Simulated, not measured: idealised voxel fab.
process module | voxel capacitor over wiring
cross-section cut | 270 nm wide | cells 5 nm
A cross-section is a grid of square cells, given in bands from the top down. A band is one or more rows of cells.
Each band's line starts with the height of the band's top and of its bottom, in nm. Then come its materials from left to right, each with its width in nm. One material with "throughout" fills the band from edge to edge. "air" is empty space.
Height 0 is the level under which the wafer as received is all one material. The lowest band goes on downwards, as in "0 down".
A width such as "30 to 40" changes by the same amount from each row of cells to the next, from the band's top row to its bottom row.
"no change" after a step means that no cell of the cross-section changed.
closed voids: empty space of 8 cells or more with no open way to the top, each as width x height at its distance from the left edge, in nm
after a step's settings: what the simulator itself notes on the step
overlay nm, on a step with a mask: how far to the right of its planned place the mask lay; to the left if negative
Each pair below shows a cross-section before one step and the cross-section after it, down to the lowest band that changed. The line under each pair gives the step between them, with its settings. The pairs can come from different runs of this module on the same starting wafer, so a pair continues from the pair above only where its "before" says so.
before
  105 to 95: aC throughout
  95 to 85: SiO2 throughout
  85 to 80: SiO2 100 | TiN 50 | SiO2 120
  80 to 75: SiO2 95 | HfO2 55 | SiO2 120
  75 to 65: SiO2 95 | TiN 70 | SiO2 105
  65 to 45: lowk 95 | TiN 5 | Cu 5 | TiN 5 | lowk 160
  45 to 40: SiCN 95 | TiN 15 | SiCN 160
  40 to 20: SiO2 80 | TiN 5 | Cu 20 | TiN 5 | SiO2 50 | TiN 5 | Cu 20 | TiN 5 | SiO2 80
  20 to 15: SiN 80 | TiN 30 | SiN 50 | TiN 30 | SiN 80
  15 to 0: SiO2 throughout
  0 down: Si throughout
  closed voids: none
after
  135 to 105: resist 105 | air 15 | resist 150
  below 105: unchanged
  closed voids: none
the step between: op PATTERN | tone open | mask id PLUG_2 | material resist | width nm 15 | thk nm 30 | overlay nm 0
before: the cross-section after the pair above
after
  125 to 105: resist 105 | air 15 | resist 150
  105 to 95: aC 105 | air 15 | aC 150
  below 95: unchanged
  closed voids: none
the step between: op DIRECTIONAL_ETCH | etch materials aC | depth nm 10
before: the cross-section after the pair above
after
  105 to 95: aC 105 | air 15 | aC 150
  below 95: unchanged
  closed voids: none
the step between: op STRIP | etch materials resist
before: the cross-section after the pair above
after
  105 to 95: aC 105 | air 15 | aC 150
  95 to 85: SiO2 105 | air 15 | SiO2 150
  below 85: unchanged
  closed voids: none
the step between: op DIRECTIONAL_ETCH | etch materials SiO2 | depth nm 10
before: the cross-section after the pair above
after
  95 to 85: SiO2 105 | air 15 | SiO2 150
  below 85: unchanged
  closed voids: none
the step between: op STRIP | etch materials aC
before: the cross-section after the pair above
after
  100 to 95: TiN 110 | air 5 | TiN 155
  95 to 90: SiO2 105 | TiN 5 | air 5 | TiN 5 | SiO2 150
  90 to 80: SiO2 105 to 100 | TiN 15 to 50 | SiO2 150 to 120
  below 80: unchanged
  closed voids: none
the step between: op CONFORMAL_DEP | material TiN | thk nm 5
before: the cross-section after the pair above
after
  105 to 100: Ru throughout
  100 to 95: TiN 110 | Ru 5 | TiN 155
  95 to 90: SiO2 105 | TiN 5 | Ru 5 | TiN 5 | SiO2 150
  below 90: unchanged
  closed voids: none
the step between: op FILL_DEP | material Ru | thk nm 5
before: the cross-section after the pair above
after
  95 to 90: SiO2 105 | TiN 5 | Ru 5 | TiN 5 | SiO2 150
  below 90: unchanged
  closed voids: none
the step between: op CMP | height nm 95
before: the cross-section after the pair above
after
  100 to 95: SiN throughout
  below 95: unchanged
  closed voids: none
the step between: op CONFORMAL_DEP | material SiN | thk nm 5
before
  45 to 40: TiN 85 | air 20 | TiN 60 | air 20 | TiN 85
  40 to 20: SiO2 80 | TiN 5 | air 20 | TiN 5 | SiO2 50 | TiN 5 | air 20 | TiN 5 | SiO2 80
  20 to 15: SiN 80 | TiN 30 | SiN 50 | TiN 30 | SiN 80
  15 to 0: SiO2 throughout
  0 down: Si throughout
  closed voids: none
after
  50 to 45: SiCN throughout
  45 to 40: TiN 85 | SiCN 20 | TiN 60 | SiCN 20 | TiN 85
  40 to 20: SiO2 80 | TiN 5 | SiCN 20 | TiN 5 | SiO2 50 | TiN 5 | SiCN 20 | TiN 5 | SiO2 80
  below 20: unchanged
  closed voids: none
the step between: op FILL_DEP | material SiCN | thk nm 5
before: the cross-section after the pair above
after
  40 to 20: SiO2 80 | TiN 5 | SiCN 20 | TiN 5 | SiO2 50 | TiN 5 | SiCN 20 | TiN 5 | SiO2 80
  below 20: unchanged
  closed voids: none
the step between: op CMP | height nm 40
before: the cross-section after the pair above
after
  45 to 40: SiCN throughout
  below 40: unchanged
  closed voids: none
the step between: op CONFORMAL_DEP | material SiCN | thk nm 5
before: the cross-section after the pair above
after
  65 to 45: lowk throughout
  below 45: unchanged
  closed voids: none
the step between: op DIRECTIONAL_DEP | material lowk | thk nm 20
before: the cross-section after the pair above
after
  65 to 45: lowk 95 | air 15 | lowk 160
  below 45: unchanged
  closed voids: none
the step between: op MASKED_ETCH | tone open | mask id PLUG_1 | width nm 15 | etch materials lowk | depth nm 20 | overlay nm 0
before: the cross-section after the pair above
after
  65 to 45: lowk 95 | air 15 | lowk 160
  45 to 40: SiCN 95 | air 15 | SiCN 160
  below 40: unchanged
  closed voids: none
the step between: op MASKED_ETCH | tone open | mask id PLUG_1 | width nm 15 | etch materials SiCN | depth nm 5 | overlay nm 0
before: the cross-section after the pair above
after
  70 to 65: TiN 100 | air 5 | TiN 165
  65 to 45: lowk 95 | TiN 5 | air 5 | TiN 5 | lowk 160
  45 to 40: SiCN 95 | TiN 15 | SiCN 160
  below 40: unchanged
  closed voids: none
the step between: op CONFORMAL_DEP | material TiN | thk nm 5
before: the cross-section after the pair above
after
  75 to 70: Cu throughout
  70 to 65: TiN 100 | Cu 5 | TiN 165
  65 to 45: lowk 95 | TiN 5 | Cu 5 | TiN 5 | lowk 160
  below 45: unchanged
  closed voids: none
the step between: op FILL_DEP | material Cu | thk nm 5
before: the cross-section after the pair above
after
  65 to 45: lowk 95 | TiN 5 | Cu 5 | TiN 5 | lowk 160
  below 45: unchanged
  closed voids: none
the step between: op CMP | height nm 65
before: the cross-section after the pair above
after
  75 to 65: TiN throughout
  below 65: unchanged
  closed voids: none
the step between: op DIRECTIONAL_DEP | material TiN | thk nm 10
before: the cross-section after the pair above
after
  80 to 75: HfO2 throughout
  below 75: unchanged
  closed voids: none
the step between: op DIRECTIONAL_DEP | material HfO2 | thk nm 5
before: the cross-section after the pair above
after
  85 to 80: TiN throughout
  below 80: unchanged
  closed voids: none
the step between: op DIRECTIONAL_DEP | material TiN | thk nm 5
before: the cross-section after the pair above
after
  100 to 85: air 95 | resist 55 | air 120
  below 85: unchanged
  closed voids: none
the step between: op PATTERN | tone cover | mask id UPPER_PLATE | material resist | width nm 55 | thk nm 15 | overlay nm 0
before: the cross-section after the pair above
after
  100 to 85: air 95 | resist 55 | air 120
  85 to 80: air 95 | TiN 55 | air 120
  below 80: unchanged
  closed voids: none
the step between: op DIRECTIONAL_ETCH | etch materials TiN | depth nm 5
before: the cross-section after the pair above
after
  100 to 85: air 95 | resist 55 | air 120
  85 to 80: air 95 | TiN 55 | air 120
  80 to 75: air 95 | HfO2 55 | air 120
  below 75: unchanged
  closed voids: none
the step between: op DIRECTIONAL_ETCH | etch materials HfO2 | depth nm 5
before: the cross-section after the pair above
after
  85 to 80: air 95 | TiN 55 | air 120
  below 80: unchanged
  closed voids: none
the step between: op STRIP | etch materials resist
before: the cross-section after the pair above
after
  95 to 85: air 95 | aC 55 | air 120
  85 to 80: aC 95 | TiN 55 | aC 120
  80 to 75: aC 95 | HfO2 55 | aC 120
  below 75: unchanged
  closed voids: none
the step between: op DIRECTIONAL_DEP | material aC | thk nm 10
before: the cross-section after the pair above
after
  120 to 95: air 90 | resist 65 | air 115
  95 to 85: air 90 | resist 5 | aC 55 | resist 5 | air 115
  below 85: unchanged
  closed voids: none
the step between: op PATTERN | tone cover | mask id LOWER_PLATE | material resist | width nm 65 | thk nm 25 | overlay nm 0
before: the cross-section after the pair above
after
  110 to 95: air 90 | resist 65 | air 115
  95 to 85: air 90 | resist 5 | aC 55 | resist 5 | air 115
  85 to 80: air 90 | aC 5 | TiN 55 | aC 5 | air 115
  80 to 75: air 90 | aC 5 | HfO2 55 | aC 5 | air 115
  below 75: unchanged
  closed voids: none
the step between: op DIRECTIONAL_ETCH | etch materials aC | depth nm 10
before: the cross-section after the pair above
after
  95 to 85: air 95 | aC 55 | air 120
  below 85: unchanged
  closed voids: none
the step between: op STRIP | etch materials resist
before: the cross-section after the pair above
after
  95 to 85: air 95 | aC 55 | air 120
  85 to 80: air 90 | aC 5 | TiN 55 | aC 5 | air 115
  80 to 75: air 90 | aC 5 | HfO2 55 | aC 5 | air 115
  75 to 65: air 90 | TiN 65 | air 115
  below 65: unchanged
  closed voids: none
the step between: op DIRECTIONAL_ETCH | etch materials TiN | depth nm 10
before: the cross-section after the pair above
after
  85 to 80: air 95 | TiN 55 | air 120
  80 to 75: air 95 | HfO2 55 | air 120
  below 75: unchanged
  closed voids: none
the step between: op STRIP | etch materials aC
before: the cross-section after the pair above
after
  100 to 85: SiO2 throughout
  85 to 80: SiO2 95 | TiN 55 | SiO2 120
  80 to 75: SiO2 95 | HfO2 55 | SiO2 120
  75 to 65: SiO2 90 | TiN 65 | SiO2 115
  below 65: unchanged
  closed voids: none
the step between: op FILL_DEP | material SiO2 | thk nm 15
before: the cross-section after the pair above
after
  95 to 85: SiO2 throughout
  below 85: unchanged
  closed voids: none
the step between: op CMP | height nm 95
before: the cross-section after the pair above
after
  105 to 95: aC throughout
  below 95: unchanged
  closed voids: none
the step between: op DIRECTIONAL_DEP | material aC | thk nm 10
before: the cross-section after the pair above
after
  135 to 105: resist 105 | air 15 | resist 150
  below 105: unchanged
  closed voids: none
the step between: op PATTERN | tone open | mask id PLUG_2 | material resist | width nm 15 | thk nm 30 | overlay nm 0
before: the cross-section after the pair above
after
  125 to 105: resist 105 | air 15 | resist 150
  105 to 95: aC 105 | air 15 | aC 150
  below 95: unchanged
  closed voids: none
the step between: op DIRECTIONAL_ETCH | etch materials aC | depth nm 10
before: the cross-section after the pair above
after
  105 to 95: aC 105 | air 15 | aC 150
  below 95: unchanged
  closed voids: none
the step between: op STRIP | etch materials resist
before: the cross-section after the pair above
after
  105 to 95: aC 105 | air 15 | aC 150
  95 to 85: SiO2 105 | air 15 | SiO2 150
  below 85: unchanged
  closed voids: none
the step between: op DIRECTIONAL_ETCH | etch materials SiO2 | depth nm 10
before: the cross-section after the pair above
after
  95 to 85: SiO2 105 | air 15 | SiO2 150
  below 85: unchanged
  closed voids: none
the step between: op STRIP | etch materials aC
before: the cross-section after the pair above
after
  100 to 95: TiN 110 | air 5 | TiN 155
  95 to 90: SiO2 105 | TiN 5 | air 5 | TiN 5 | SiO2 150
  90 to 80: SiO2 105 to 95 | TiN 15 to 55 | SiO2 150 to 120
  below 80: unchanged
  closed voids: none
the step between: op CONFORMAL_DEP | material TiN | thk nm 5
before: the cross-section after the pair above
after
  105 to 100: Ru throughout
  100 to 95: TiN 110 | Ru 5 | TiN 155
  95 to 90: SiO2 105 | TiN 5 | Ru 5 | TiN 5 | SiO2 150
  below 90: unchanged
  closed voids: none
the step between: op FILL_DEP | material Ru | thk nm 5
before: the cross-section after the pair above
after
  95 to 90: SiO2 105 | TiN 5 | Ru 5 | TiN 5 | SiO2 150
  below 90: unchanged
  closed voids: none
the step between: op CMP | height nm 95
before: the cross-section after the pair above
after
  100 to 95: SiN throughout
  below 95: unchanged
  closed voids: none
the step between: op CONFORMAL_DEP | material SiN | thk nm 5
before
  65 to 45: lowk throughout
  45 to 40: SiCN throughout
  40 to 20: SiO2 80 | TiN 5 | Cu 20 | TiN 5 | SiO2 50 | TiN 5 | Cu 20 | TiN 5 | SiO2 80
  20 to 15: SiN 80 | TiN 30 | SiN 50 | TiN 30 | SiN 80
  15 to 0: SiO2 throughout
  0 down: Si throughout
  closed voids: none
after
  65 to 45: air 95 | lowk 15 | air 160
  below 45: unchanged
  closed voids: none
the step between: op MASKED_ETCH | tone cover | mask id PLUG_1 | width nm 15 | etch materials lowk | depth nm 20 | overlay nm 0
before: the cross-section after the pair above
after
  70 to 65: air 90 | TiN 25 | air 155
  65 to 50: air 90 | TiN 5 | lowk 15 | TiN 5 | air 155
  50 to 45: TiN 95 | lowk 15 | TiN 160
  below 45: unchanged
  closed voids: none
the step between: op CONFORMAL_DEP | material TiN | thk nm 5
before: the cross-section after the pair above
after
  75 to 70: Cu throughout
  70 to 65: Cu 90 | TiN 25 | Cu 155
  65 to 50: Cu 90 | TiN 5 | lowk 15 | TiN 5 | Cu 155
  below 50: unchanged
  closed voids: none
the step between: op FILL_DEP | material Cu | thk nm 5
before: the cross-section after the pair above
after
  65 to 50: Cu 90 | TiN 5 | lowk 15 | TiN 5 | Cu 155
  below 50: unchanged
  closed voids: none
the step between: op CMP | height nm 65
before: the cross-section after the pair above
after
  75 to 65: TiN throughout
  below 65: unchanged
  closed voids: none
the step between: op DIRECTIONAL_DEP | material TiN | thk nm 10
before: the cross-section after the pair above
after
  80 to 75: HfO2 throughout
  below 75: unchanged
  closed voids: none
the step between: op DIRECTIONAL_DEP | material HfO2 | thk nm 5
before: the cross-section after the pair above
after
  85 to 80: TiN throughout
  below 80: unchanged
  closed voids: none
the step between: op DIRECTIONAL_DEP | material TiN | thk nm 5
before: the cross-section after the pair above
after
  100 to 85: air 95 | resist 55 | air 120
  below 85: unchanged
  closed voids: none
the step between: op PATTERN | tone cover | mask id UPPER_PLATE | material resist | width nm 55 | thk nm 15 | overlay nm 0
before: the cross-section after the pair above
after
  100 to 85: air 95 | resist 55 | air 120
  85 to 80: air 95 | TiN 55 | air 120
  below 80: unchanged
  closed voids: none
the step between: op DIRECTIONAL_ETCH | etch materials TiN | depth nm 5
before: the cross-section after the pair above
after
  100 to 85: air 95 | resist 55 | air 120
  85 to 80: air 95 | TiN 55 | air 120
  80 to 75: air 95 | HfO2 55 | air 120
  below 75: unchanged
  closed voids: none
the step between: op DIRECTIONAL_ETCH | etch materials HfO2 | depth nm 5
before: the cross-section after the pair above
after
  85 to 80: air 95 | TiN 55 | air 120
  below 80: unchanged
  closed voids: none
the step between: op STRIP | etch materials resist
before: the cross-section after the pair above
after
  95 to 85: air 95 | aC 55 | air 120
  85 to 80: aC 95 | TiN 55 | aC 120
  80 to 75: aC 95 | HfO2 55 | aC 120
  below 75: unchanged
  closed voids: none
the step between: op DIRECTIONAL_DEP | material aC | thk nm 10
before: the cross-section after the pair above
after
  120 to 95: air 90 | resist 65 | air 115
  95 to 85: air 90 | resist 5 | aC 55 | resist 5 | air 115
  below 85: unchanged
  closed voids: none
the step between: op PATTERN | tone cover | mask id LOWER_PLATE | material resist | width nm 65 | thk nm 25 | overlay nm 0
before: the cross-section after the pair above
after
  110 to 95: air 90 | resist 65 | air 115
  95 to 85: air 90 | resist 5 | aC 55 | resist 5 | air 115
  85 to 80: air 90 | aC 5 | TiN 55 | aC 5 | air 115
  80 to 75: air 90 | aC 5 | HfO2 55 | aC 5 | air 115
  below 75: unchanged
  closed voids: none
the step between: op DIRECTIONAL_ETCH | etch materials aC | depth nm 10
before: the cross-section after the pair above
after
  95 to 85: air 95 | aC 55 | air 120
  below 85: unchanged
  closed voids: none
the step between: op STRIP | etch materials resist
before: the cross-section after the pair above
after
  95 to 85: air 95 | aC 55 | air 120
  85 to 80: air 90 | aC 5 | TiN 55 | aC 5 | air 115
  80 to 75: air 90 | aC 5 | HfO2 55 | aC 5 | air 115
  75 to 65: air 90 | TiN 65 | air 115
  below 65: unchanged
  closed voids: none
the step between: op DIRECTIONAL_ETCH | etch materials TiN | depth nm 10
before: the cross-section after the pair above
after
  85 to 80: air 95 | TiN 55 | air 120
  80 to 75: air 95 | HfO2 55 | air 120
  below 75: unchanged
  closed voids: none
the step between: op STRIP | etch materials aC
before: the cross-section after the pair above
after
  100 to 85: SiO2 throughout
  85 to 80: SiO2 95 | TiN 55 | SiO2 120
  80 to 75: SiO2 95 | HfO2 55 | SiO2 120
  75 to 65: SiO2 90 | TiN 65 | SiO2 115
  below 65: unchanged
  closed voids: none
the step between: op FILL_DEP | material SiO2 | thk nm 15
before: the cross-section after the pair above
after
  95 to 85: SiO2 throughout
  below 85: unchanged
  closed voids: none
the step between: op CMP | height nm 95
before: the cross-section after the pair above
after
  105 to 95: aC throughout
  below 95: unchanged
  closed voids: none
the step between: op DIRECTIONAL_DEP | material aC | thk nm 10
before: the cross-section after the pair above
after
  135 to 105: resist 105 | air 15 | resist 150
  below 105: unchanged
  closed voids: none
the step between: op PATTERN | tone open | mask id PLUG_2 | material resist | width nm 15 | thk nm 30 | overlay nm 0
before: the cross-section after the pair above
after
  125 to 105: resist 105 | air 15 | resist 150
  105 to 95: aC 105 | air 15 | aC 150
  below 95: unchanged
  closed voids: none
the step between: op DIRECTIONAL_ETCH | etch materials aC | depth nm 10
before: the cross-section after the pair above
after
  105 to 95: aC 105 | air 15 | aC 150
  below 95: unchanged
  closed voids: none
the step between: op STRIP | etch materials resist
before: the cross-section after the pair above
after
  105 to 95: aC 105 | air 15 | aC 150
  95 to 85: SiO2 105 | air 15 | SiO2 150
  below 85: unchanged
  closed voids: none
the step between: op DIRECTIONAL_ETCH | etch materials SiO2 | depth nm 10
before: the cross-section after the pair above
after
  95 to 85: SiO2 105 | air 15 | SiO2 150
  below 85: unchanged
  closed voids: none
the step between: op STRIP | etch materials aC
before: the cross-section after the pair above
after
  100 to 95: TiN 110 | air 5 | TiN 155
  95 to 90: SiO2 105 | TiN 5 | air 5 | TiN 5 | SiO2 150
  90 to 80: SiO2 105 to 95 | TiN 15 to 55 | SiO2 150 to 120
  below 80: unchanged
  closed voids: none
the step between: op CONFORMAL_DEP | material TiN | thk nm 5
before: the cross-section after the pair above
after
  105 to 100: Ru throughout
  100 to 95: TiN 110 | Ru 5 | TiN 155
  95 to 90: SiO2 105 | TiN 5 | Ru 5 | TiN 5 | SiO2 150
  below 90: unchanged
  closed voids: none
the step between: op FILL_DEP | material Ru | thk nm 5
before: the cross-section after the pair above
after
  95 to 90: SiO2 105 | TiN 5 | Ru 5 | TiN 5 | SiO2 150
  below 90: unchanged
  closed voids: none
the step between: op CMP | height nm 95
before: the cross-section after the pair above
after
  100 to 95: SiN throughout
  below 95: unchanged
  closed voids: none
the step between: op CONFORMAL_DEP | material SiN | thk nm 5
